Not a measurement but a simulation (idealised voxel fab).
Process module in this document: voxel released beams
For reference, the cross-section in this document is cut, with width 190 nm and square cells of 5 nm.
Heads up, the way a cross-section reads in here is a grid of square cells, handed over as bands from the top down, with every band being one or more rows of cells. The entry gives the band's vertical extent as a top height and a bottom height in nm, then its horizontal make-up as materials from left to right, each with a width in nm. "empty" stands for empty space; a single material marked "full width" fills the band edge to edge. Heads up on the height convention: 0 is the point under which the incoming wafer is all one material, and the lowest band has no bottom, it just keeps going down, like "from 0 down". Think of "30->40" as a width that walks from the first number to the second as you go down the band, top row to bottom row, taking equal-sized steps from row to row. Step note "nothing was modified" = no cross-section cell changed. "Fully sealed voids" lists enclosed empty spaces (at least 8 cells, no open path upward to the top), each as width x height at distance from the left edge, in nm. after a step's settings: what the simulator itself notes on the step. If you see "overlay nm" on a step's line and that step has a mask, it's telling you how far right of where it was planned the mask ended up; a negative number means it went left instead.

### Planned step list for the process
1. RECEIVE,material Si
2. CONFORMAL_DEP,material SiN,thk nm 10
3. DIRECTIONAL_DEP,material SiO2,thk nm 10
4. DIRECTIONAL_DEP,material aC,thk nm 15
5. PATTERN,tone open,mask id ANCHOR,material resist,width nm 35,thk nm 35,overlay nm 0
6. DIRECTIONAL_ETCH,etch materials aC,depth nm 15
7. STRIP,etch materials resist
8. DIRECTIONAL_ETCH,etch materials SiO2,depth nm 10
9. STRIP,etch materials aC
10. CONFORMAL_DEP,material TiN,thk nm 10
11. DIRECTIONAL_DEP,material aC,thk nm 10
12. PATTERN,tone cover,mask id BEAM,material resist,width nm 100,thk nm 30,overlay nm 0
13. DIRECTIONAL_ETCH,etch materials aC,depth nm 10
14. STRIP,etch materials resist
15. DIRECTIONAL_ETCH,etch materials TiN,depth nm 10
16. STRIP,etch materials aC
17. STRIP,etch materials SiO2

### So this is the incoming wafer in cross-section - it's already been through step 1
> from 0 down: Si full width
> Fully sealed voids: none

### The cross-section shown corresponds to the wafer at the conclusion of the module. The initial structure and the process plan are those presented above; however, one mistake occurred in executing the plan
> from 30 to 20: 40 of empty  50 of TiN  100 of empty
> from 20 to 10: 35 of empty  10 of TiN  35 of SiO2  60 of TiN  50 of empty
> from 10 to 0: SiN full width
> from 0 down: Si full width
> Fully sealed voids: none
Deviation noted in wafer processing: step 5 ran with different settings than intended, the actual operation and settings being PATTERN,tone cover,mask id ANCHOR,material resist,width nm 35,thk nm 35,overlay nm 0
